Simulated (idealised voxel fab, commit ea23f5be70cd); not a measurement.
process module | voxel ribs on slabs
cross-section cut | 270 nm wide | cells 5 nm
A cross-section is a grid of square cells, given in bands from the top down. A band is one or more rows of cells.
Each band's line starts with the height of the band's top and of its bottom, in nm. Then come its materials from left to right, each with its width in nm. One material with "throughout" fills the band from edge to edge. "air" is empty space.
Height 0 is the level under which the wafer as received is all one material. The lowest band goes on downwards, as in "0 down".
A width such as "30 to 40" changes by the same amount from each row of cells to the next, from the band's top row to its bottom row.
"no change" after a step means that no cell of the cross-section changed.
closed voids: empty space of 8 cells or more with no open way to the top, each as width x height at its distance from the left edge, in nm
after a step's settings: what the simulator itself notes on the step
overlay nm, on a step with a mask: how far to the right of its planned place the mask lay; to the left if negative
plan
1 op RECEIVE | material Si
2 op DIRECTIONAL_DEP | material SiO2 | thk nm 20
3 op DIRECTIONAL_DEP | material polySi | thk nm 20
4 op DIRECTIONAL_DEP | material aC | thk nm 10
5 op PATTERN | tone cover | mask id RIB | material resist | width nm 20 | thk nm 30 | overlay nm 0
6 op DIRECTIONAL_ETCH | etch materials aC | depth nm 10
7 op STRIP | etch materials resist
8 op DIRECTIONAL_ETCH | etch materials polySi | depth nm 15
9 op STRIP | etch materials aC
10 op PATTERN | tone cover | mask id SLAB | material resist | width nm 60 | thk nm 15 | overlay nm 0
11 op DIRECTIONAL_ETCH | etch materials polySi | depth nm 5
12 op STRIP | etch materials resist
13 op FILL_DEP | material SiO2 | thk nm 25
14 op CMP | height nm 55
15 op DIRECTIONAL_DEP | material W | thk nm 5
16 op PATTERN | tone cover | mask id HEATER | material resist | width nm 30 | thk nm 20 | overlay nm 0
17 op DIRECTIONAL_ETCH | etch materials W | depth nm 5
18 op STRIP | etch materials resist
19 op CONFORMAL_DEP | material SiN | thk nm 5
first wafer, as planned
as received, after step 1
  0 down: Si throughout
  closed voids: none
after step 2
  20 to 0: SiO2 throughout
  below 0: unchanged
after step 3
  40 to 20: polySi throughout
  below 20: unchanged
after step 4
  50 to 40: aC throughout
  below 40: unchanged
after step 5
  80 to 50: air 125 | resist 20 | air 125
  below 50: unchanged
after step 6
  70 to 50: air 125 | resist 20 | air 125
  50 to 40: air 125 | aC 20 | air 125
  below 40: unchanged
after step 7
  50 to 40: air 125 | aC 20 | air 125
  below 40: unchanged
after step 8
  50 to 40: air 125 | aC 20 | air 125
  40 to 25: air 125 | polySi 20 | air 125
  below 25: unchanged
after step 9
  40 to 25: air 125 | polySi 20 | air 125
  below 25: unchanged
after step 10
  55 to 40: air 105 | resist 60 | air 105
  40 to 25: air 105 | resist 20 | polySi 20 | resist 20 | air 105
  below 25: unchanged
after step 11
  55 to 40: air 105 | resist 60 | air 105
  40 to 25: air 105 | resist 20 | polySi 20 | resist 20 | air 105
  25 to 20: air 105 | polySi 60 | air 105
  below 20: unchanged
after step 12
  40 to 25: air 125 | polySi 20 | air 125
  below 25: unchanged
after step 13
  65 to 40: SiO2 throughout
  40 to 25: SiO2 125 | polySi 20 | SiO2 125
  25 to 20: SiO2 105 | polySi 60 | SiO2 105
  below 20: unchanged
after step 14
  55 to 40: SiO2 throughout
  below 40: unchanged
after step 15
  60 to 55: W throughout
  below 55: unchanged
after step 16
  80 to 60: air 120 | resist 30 | air 120
  below 60: unchanged
after step 17
  80 to 60: air 120 | resist 30 | air 120
  60 to 55: air 120 | W 30 | air 120
  below 55: unchanged
after step 18
  60 to 55: air 120 | W 30 | air 120
  below 55: unchanged
after step 19
  65 to 60: air 115 | SiN 40 | air 115
  60 to 55: SiN 120 | W 30 | SiN 120
  below 55: unchanged
second wafer: like start, like plan, one mistake. Through step 15 it matches the first wafer
when step 16 should have ended
  80 to 60: air 130 | resist 30 | air 110
  below 60: unchanged
when step 17 should have ended
  80 to 60: air 130 | resist 30 | air 110
  60 to 55: air 130 | W 30 | air 110
  below 55: unchanged
when step 18 should have ended
  60 to 55: air 130 | W 30 | air 110
  below 55: unchanged
when step 19 should have ended
  65 to 60: air 125 | SiN 40 | air 105
  60 to 55: SiN 130 | W 30 | SiN 110
  below 55: unchanged
what went wrong: step 16 ran as: op PATTERN | tone cover | mask id HEATER | material resist | width nm 30 | thk nm 20 | overlay nm 10
at the end the second wafer has, in cells: as many of each material as the first, in other places
